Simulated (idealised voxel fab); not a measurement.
process module | voxel self aligned vias
cross-section cut | 290 nm wide | cells 5 nm
A cross-section is a grid of square cells, given in bands from the top down. A band is one or more rows of cells.
Each band's line starts with the height of the band's top and of its bottom, in nm. Then come its materials from left to right, each with its width in nm. One material with "throughout" fills the band from edge to edge. "air" is empty space.
Height 0 is the level under which the wafer as received is all one material. The lowest band goes on downwards, as in "0 down".
A width such as "30 to 40" changes by the same amount from each row of cells to the next, from the band's top row to its bottom row.
"no change" after a step means that no cell of the cross-section changed.
closed voids: empty space of 8 cells or more with no open way to the top, each as width x height at its distance from the left edge, in nm
after a step's settings: what the simulator itself notes on the step
overlay nm, on a step with a mask: how far to the right of its planned place the mask lay; to the left if negative
plan
1 op RECEIVE | material Si
2 op CONFORMAL_DEP | material SiO2 | thk nm 10
3 op CONFORMAL_DEP | material SiCN | thk nm 5
4 op DIRECTIONAL_DEP | material lowk | thk nm 25
5 op MASKED_ETCH | tone open | mask id LINES | width nm 25 | pitch nm 65 | etch materials lowk | depth nm 25 | overlay nm 0
6 op CONFORMAL_DEP | material TiN | thk nm 5
7 op FILL_DEP | material Ru | thk nm 5
8 op CMP | height nm 40
9 op SELECTIVE_ETCH | etch materials W Ru TiN | depth nm 10
10 op FILL_DEP | material SiN | thk nm 10
11 op CMP | height nm 40
12 op DIRECTIONAL_DEP | material lowk | thk nm 20
13 op MASKED_ETCH | tone open | mask id VIAS | width nm 45 | etch materials lowk | depth nm 20 | overlay nm 0
14 op MASKED_ETCH | tone open | mask id VIAS | width nm 45 | etch materials SiN | depth nm 10 | overlay nm 0
15 op CONFORMAL_DEP | material TiN | thk nm 5
16 op FILL_DEP | material Ru | thk nm 10
17 op CMP | height nm 60
18 op CONFORMAL_DEP | material SiCN | thk nm 5
as received, after step 1
  0 down: Si throughout
  closed voids: none
first wafer at the end, as planned
  65 to 60: SiCN throughout
  60 to 45: lowk 90 | TiN 5 | Ru 35 | TiN 5 | lowk 155
  45 to 40: lowk 90 | TiN 15 | Ru 15 | TiN 15 | lowk 155
  40 to 35: lowk 100 | TiN 5 | Ru 15 | TiN 5 | lowk 40 | SiN 25 | lowk 100
  35 to 30: lowk 100 | TiN 25 | lowk 40 | SiN 25 | lowk 100
  30 to 20: lowk 100 | TiN 5 | Ru 15 | TiN 5 | lowk 40 | TiN 5 | Ru 15 | TiN 5 | lowk 100
  20 to 15: lowk 100 | TiN 25 | lowk 40 | TiN 25 | lowk 100
  15 to 10: SiCN throughout
  10 to 0: SiO2 throughout
  0 down: Si throughout
  closed voids: none
second wafer at the end: like start, like plan, one mistake
  65 to 60: SiCN throughout
  60 to 45: lowk 90 | TiN 5 | Ru 35 | TiN 5 | lowk 155
  45 to 40: lowk 90 | TiN 45 | lowk 155
  40 to 35: SiCN throughout
  35 to 10: lowk throughout
  10 to 0: SiO2 throughout
  0 down: Si throughout
  closed voids: none
what went wrong: steps 3 and 4 were swapped
at the end the second wafer has, in cells: 18 fewer of Ru | 10 fewer of SiN | 22 fewer of TiN | 50 more of lowk
